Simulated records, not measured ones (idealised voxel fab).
Process module under the name voxel gate over fins
In the cross-section labelled cut, the width is 155 nm and each square cell is 5 nm.
In this document a cross-section is written as a grid of square cells. It is given as a series of bands, listed from the top down, and a band is one or more rows of cells.
Quick guide to a band line: top height, bottom height (nm) up front; then every material left to right with its width in nm. Only one material and it's marked "throughout"? Then it fills the band edge to edge. And "blank" just means empty space.
Convention: height 0 is the level below which the wafer, as received, is all one material. The lowest band does not terminate at the bottom but continues downward, represented as "0 nm and below".
The width entry "30 to 40" should be interpreted row by row: the top row of cells in the band takes the first number, the bottom row takes the second number, and the change between adjacent rows is uniform throughout.
Step marked "no change occurred"? Then no cell in the cross-section changed in it.
Empty spaces without an open route to the top, at least 8 cells in extent, make up the entry "Closed cavity list"; each is given as width x height at distance, where the distance is measured from the left edge, and all are in nm.
after a step's settings: what the simulator itself notes on the step
On any step carrying a mask, the "overlay nm" setting, if present on the step's line, tells how far right of its planned place the mask lay; negative values point to the left.
## So here's the lineup of process steps we planned
- 1: RECEIVE: material Si
- 2: CONFORMAL_DEP: material SiN, thk nm 10
- 3: DIRECTIONAL_DEP: material aC, thk nm 10
- 4: PATTERN: tone cover, mask id FINS, material resist, width nm 15, pitch nm 35, thk nm 30, overlay nm 0
- 5: DIRECTIONAL_ETCH: etch materials aC, depth nm 10
- 6: STRIP: etch materials resist
- 7: DIRECTIONAL_ETCH: etch materials SiN, depth nm 10
- 8: DIRECTIONAL_ETCH: etch materials Si, depth nm 40
- 9: STRIP: etch materials aC
- 10: FILL_DEP: material SiO2, thk nm 10
- 11: CMP: height nm 10
- 12: SELECTIVE_ETCH: etch materials SiO2, depth nm 20
- 13: STRIP: etch materials SiN
- 14: CONFORMAL_DEP: material HfO2, thk nm 5
- 15: CONFORMAL_DEP: material TiN, thk nm 5
- 16: CONFORMAL_DEP: material TiAl, thk nm 5
- 17: CONFORMAL_DEP: material TiN, thk nm 5
- 18: FILL_DEP: material W, thk nm 15
- 19: CMP: height nm 30
- 20: CONFORMAL_DEP: material SiN, thk nm 5
## Cross-section of the wafer at receipt, which is the condition after step 1
> 0 nm and below | Si throughout
> Closed cavity list: none
## Looking at the first of two wafers in cross-section at end of module - ran to plan
> 35 nm to 30 nm | SiN throughout
> 30 nm to 20 nm | W throughout
> 20 nm to 15 nm | 15 W | 125 TiN | 15 W
> 15 nm to 10 nm | 15 W | 5 TiN | 115 TiAl | 5 TiN | 15 W
> 10 nm to 5 nm | 20 TiN | 5 TiAl | 105 TiN | 5 TiAl | 20 TiN
> 5 nm to 0 nm | 25 TiAl | 5 TiN | 25 HfO2 | 10 TiN | 25 HfO2 | 10 TiN | 25 HfO2 | 5 TiN | 25 TiAl
> 0 nm to -5 nm | 30 TiN | 5 HfO2 | 15 Si | 5 HfO2 | 10 TiN | 5 HfO2 | 15 Si | 5 HfO2 | 10 TiN | 5 HfO2 | 15 Si | 5 HfO2 | 30 TiN
> -5 nm to -10 nm | 35 HfO2 | 15 Si | 20 HfO2 | 15 Si | 20 HfO2 | 15 Si | 35 HfO2
> -10 nm to -40 nm | 35 SiO2 | 15 Si | 20 SiO2 | 15 Si | 20 SiO2 | 15 Si | 35 SiO2
> -40 nm and below | Si throughout
> Closed cavity list: none
## End-of-module cross-section of the second wafer: identical starting point and process plan to the first, with one processing mistake
> 35 nm to 30 nm | SiN throughout
> 30 nm to 20 nm | W throughout
> 20 nm to 15 nm | 15 W | 125 SiO2 | 15 W
> 15 nm to 10 nm | 15 W | 5 SiO2 | 115 TiAl | 5 SiO2 | 15 W
> 10 nm to 5 nm | 20 SiO2 | 5 TiAl | 105 TiN | 5 TiAl | 20 SiO2
> 5 nm to 0 nm | 25 TiAl | 5 TiN | 25 HfO2 | 10 TiN | 25 HfO2 | 10 TiN | 25 HfO2 | 5 TiN | 25 TiAl
> 0 nm to -5 nm | 30 TiN | 5 HfO2 | 15 Si | 5 HfO2 | 10 TiN | 5 HfO2 | 15 Si | 5 HfO2 | 10 TiN | 5 HfO2 | 15 Si | 5 HfO2 | 30 TiN
> -5 nm to -10 nm | 35 HfO2 | 15 Si | 20 HfO2 | 15 Si | 20 HfO2 | 15 Si | 35 HfO2
> -10 nm to -40 nm | 35 SiO2 | 15 Si | 20 SiO2 | 15 Si | 20 SiO2 | 15 Si | 35 SiO2
> -40 nm and below | Si throughout
> Closed cavity list: none
Which mistake was made when the wafer was run? step 17 was processed under conditions differing from the plan, specifically as CONFORMAL_DEP: material SiO2, thk nm 5
End of process, cell counts, second wafer against first, materials with more or fewer: SiO2: 35 more | TiN: 35 fewer
